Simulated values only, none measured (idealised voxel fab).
The process module that follows is named voxel air gaps.
FYI the section here is cut, 170 nm wide, cells are 5 nm squares.
Cross-section, as written here: a square-cell grid given band by band from the top down, where a band holds one or more rows of cells.
Band: top height; bottom height; in nm. Then, left to right: material with width in nm, for each material. "throughout": a single material spanning edge to edge. "blank": empty space.
A quick word on heights: they are counted from 0, and under that level the wafer as it came to us is one material throughout. The lowest band is different from the rest in having no bottom; it simply continues downward, written as in "top 0, no bottom".
When a width is written as two numbers, as in "30 to 40", the first number is the width in the top row of cells of the band and the second is the width in its bottom row, and the width changes by the same amount from each row to the next.
It should be understood that the words "remains unaltered", when stated for a given step, signify that the cross-section underwent no change in any of its cells during that step.
The label "Non-vented voids" introduces a list of the empty spaces, 8 cells or larger, that have no open way up to the top; each entry in it reads width x height at distance, where the distance is taken from the left edge and all three are stated in nm.
Heads up: the bit after the settings on a step's line is the simulator's remark on that step.
A step line may carry the setting "overlay nm", which, for steps involving a mask, states the distance by which the mask lay to the right of its intended position; negative values denote displacement to the left.

PROCESS STEPS (PLANNED)
1,RECEIVE: material Si
2,CONFORMAL_DEP: material SiO2, thk nm 10
3,CONFORMAL_DEP: material SiN, thk nm 5
4,DIRECTIONAL_DEP: material lowk, thk nm 40
5,DIRECTIONAL_DEP: material aC, thk nm 10
6,PATTERN: tone open, mask id LINES, material resist, width nm 20, pitch nm 45, thk nm 25, overlay nm 0
7,DIRECTIONAL_ETCH: etch materials aC, depth nm 10
8,STRIP: etch materials resist
9,DIRECTIONAL_ETCH: etch materials lowk, depth nm 40
10,STRIP: etch materials aC
11,CONFORMAL_DEP: material TiN, thk nm 5
12,FILL_DEP: material Ru, thk nm 10
13,CMP: height nm 55
14,EPI: material Ru, thk nm 10
15,SELECTIVE_ETCH: etch materials lowk, depth nm 50
16,CONFORMAL_DEP: material SiCN, thk nm 5

CROSS-SECTION, INCOMING MATERIAL, AFTER STEP 1
	top 0, no bottom | Si throughout
	Non-vented voids: none

THIS IS HOW THE WAFER LOOKS IN CROSS-SECTION ONCE THE MODULE IS DONE, GIVEN THE STARTING STATE AND PLAN ABOVE AND ONE MISTAKE IN CARRYING THE PLAN OUT
	top 70, bottom 65 | blank 20 nm  SiCN 135 nm  blank 15 nm
	top 65, bottom 55 | blank 20 nm  SiCN 5 nm  Ru 35 nm  SiCN 10 nm  Ru 35 nm  SiCN 10 nm  Ru 35 nm  SiCN 5 nm  blank 15 nm
	top 55, bottom 50 | blank 20 nm  SiCN 15 nm  TiN 5 nm  Ru 5 nm  TiN 5 nm  SiCN 30 nm  TiN 5 nm  Ru 5 nm  TiN 5 nm  SiCN 30 nm  TiN 5 nm  Ru 5 nm  TiN 5 nm  SiCN 15 nm  blank 15 nm
	top 50, bottom 20 | blank 30 nm  SiCN 5 nm  TiN 5 nm  Ru 5 nm  TiN 5 nm  SiCN 5 nm  blank 20 nm  SiCN 5 nm  TiN 5 nm  Ru 5 nm  TiN 5 nm  SiCN 5 nm  blank 20 nm  SiCN 5 nm  TiN 5 nm  Ru 5 nm  TiN 5 nm  SiCN 5 nm  blank 25 nm
	top 20, bottom 15 | SiCN 35 nm  TiN 15 nm  SiCN 30 nm  TiN 15 nm  SiCN 30 nm  TiN 15 nm  SiCN 30 nm
	top 15, bottom 10 | SiN throughout
	top 10, bottom 0 | SiO2 throughout
	top 0, no bottom | Si throughout
	Non-vented voids: 20 x 30 at 55; 20 x 30 at 100
So what did we get wrong on this run? step 6 deviated from plan and actually ran as PATTERN: tone open, mask id LINES, material resist, width nm 15, pitch nm 45, thk nm 25, overlay nm 0
